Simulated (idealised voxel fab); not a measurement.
process module | voxel spacer lines
Section cut is 280 nm wide and gridded with 5 nm square cells.
A cross-section is a grid of square cells, given in bands from the top down. A band is one or more rows of cells.
Band: top height; bottom height; in nm. Then, left to right: material with width in nm, for each material. "all across": a single material spanning edge to edge. "blank": empty space.
A quick word on heights: they are counted from 0, and under that level the wafer as it came to us is one material throughout. The lowest band is different from the rest in having no bottom; it simply continues downward, written as in "0 down".
Width: "30->40" (first number = top row, second number = bottom row, same change from row to row of cells).
"nothing got changed" means the step left every cell of the cross-section as it was.
You'll see "Closed void roster" listing empty spaces that have no way open to the top, as long as they're 8 cells or more; the notation is width x height at distance, where the distance is from the left edge, and all of it is in nm.
Text after the settings on a step's line: the simulator's own remark on that step.
overlay nm: mask right of planned place by this much (step with mask). Neg. = left.

### Process steps foreseen in the plan
1 RECEIVE with material Si
2 CONFORMAL_DEP with material Al2O3, thk nm 10
3 DIRECTIONAL_DEP with material SiN, thk nm 10
4 DIRECTIONAL_DEP with material aC, thk nm 20
5 PATTERN with tone cover, mask id MANDREL, material resist, width nm 15, pitch nm 50, thk nm 25, overlay nm 0
6 DIRECTIONAL_ETCH with etch materials aC, depth nm 20
7 STRIP with etch materials resist
8 CONFORMAL_DEP with material SiO2, thk nm 10
9 DIRECTIONAL_ETCH with etch materials SiO2, depth nm 10
10 STRIP with etch materials aC
11 DIRECTIONAL_ETCH with etch materials SiN, depth nm 10
12 STRIP with etch materials SiO2
13 FILL_DEP with material SiO2, thk nm 10
14 CMP with height nm 20

### Incoming wafer in cross-section (state: after step 1)
    0 down = Si all across
    Closed void roster: none

### Wafer at module end, in section. Began as above, planned as above, run with one mistake
    20 to 10 = aC all across
    10 to 0 = Al2O3 all across
    0 down = Si all across
    Closed void roster: none
So what did we get wrong on this run? plan steps 3 and 4 run swapped
